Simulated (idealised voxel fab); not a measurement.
Process module heading - voxel self aligned vias
It is cross-section cut that appears here, measuring 210 nm in width, its square cells being 5 nm in size.
In what follows, cross-sections appear as grids of square cells, described through bands that run from the top down, where every band is one or more rows of cells. Band entry format. Leading values: height of top, height of bottom, nm. Remainder: materials in left-to-right order, each with its width in nm. Special words: "full width" on a single material, which then fills the band edge to edge; "empty", empty space. For the purposes of this specification, 0 denotes the height below which the wafer in its as-received condition is composed wholly of one material, and the lowermost band, lacking a lower limit, extends downward without end, as expressed in "0 and below". Read "30 to 40" as a graded width: first number on top, second number at the bottom, same change between each pair of neighbouring rows. Given "stayed the same" for a step, no cell of the cross-section differs between before and after that step. Closed empty spaces (no open way to the top) of 8 cells or more are what "Voids, enclosed" lists, each as width x height at distance from the left edge, nm for all three. Past the settings on a step's line: simulator remark, on that step. A step's line can hold "overlay nm"; with a mask on that step, the setting says how far right of the planned place the mask lay, while a negative setting says it lay to the left.
## Steps planned for the process
step 1: RECEIVE | material Si
step 2: CONFORMAL_DEP | material SiO2 | thk nm 15
step 3: CONFORMAL_DEP | material SiCN | thk nm 5
step 4: DIRECTIONAL_DEP | material SiO2 | thk nm 30
step 5: DIRECTIONAL_DEP | material aC | thk nm 15
step 6: PATTERN | tone open | mask id LINES | material resist | width nm 30 | pitch nm 65 | thk nm 30 | overlay nm 0
step 7: DIRECTIONAL_ETCH | etch materials aC | depth nm 15
step 8: STRIP | etch materials resist
step 9: DIRECTIONAL_ETCH | etch materials SiO2 | depth nm 30
step 10: STRIP | etch materials aC
step 11: CONFORMAL_DEP | material TiN | thk nm 5
step 12: FILL_DEP | material W | thk nm 10
step 13: CMP | height nm 40
step 14: SELECTIVE_ETCH | etch materials W Ru TiN | depth nm 5
step 15: FILL_DEP | material SiN | thk nm 10
step 16: CMP | height nm 50
step 17: DIRECTIONAL_DEP | material SiO2 | thk nm 20
step 18: PATTERN | tone open | mask id VIAS | material resist | width nm 40 | thk nm 15 | overlay nm 0
step 19: DIRECTIONAL_ETCH | etch materials SiO2 | depth nm 20
step 20: DIRECTIONAL_ETCH | etch materials SiN | depth nm 5
step 21: STRIP | etch materials resist
step 22: CONFORMAL_DEP | material TiN | thk nm 5
step 23: FILL_DEP | material Ru | thk nm 10
step 24: CMP | height nm 70
step 25: CONFORMAL_DEP | material SiN | thk nm 5
Every wafer here starts from the same state; it is the step 13 height nm that distinguishes them, and the value the plan gives belongs to the first wafer.
## The first of several wafers in cross-section, exactly as it reached us after step 1
  0 and below  Si full width
  Voids, enclosed: none
## Gained (+) or lost (-) cells of each material since receipt, then closed voids: one row per wafer, at the end of the module
height nm 40; +24 Ru; +42 SiCN; +130 SiN; +382 SiO2; +36 TiN; +16 W; Voids, enclosed: none
height nm 45; +24 Ru; +42 SiCN; +88 SiN; +412 SiO2; +40 TiN; +24 W; Voids, enclosed: none
height nm 50; +22 Ru; +42 SiCN; +48 SiN; +442 SiO2; +44 TiN; +32 W; Voids, enclosed: none
height nm 55; +18 Ru; +42 SiCN; +42 SiN; +442 SiO2; +46 TiN; +40 W; Voids, enclosed: none
height nm 60; +18 Ru; +42 SiCN; +42 SiN; +442 SiO2; +46 TiN; +40 W; Voids, enclosed: none
height nm 65; +18 Ru; +42 SiCN; +42 SiN; +442 SiO2; +46 TiN; +40 W; Voids, enclosed: none
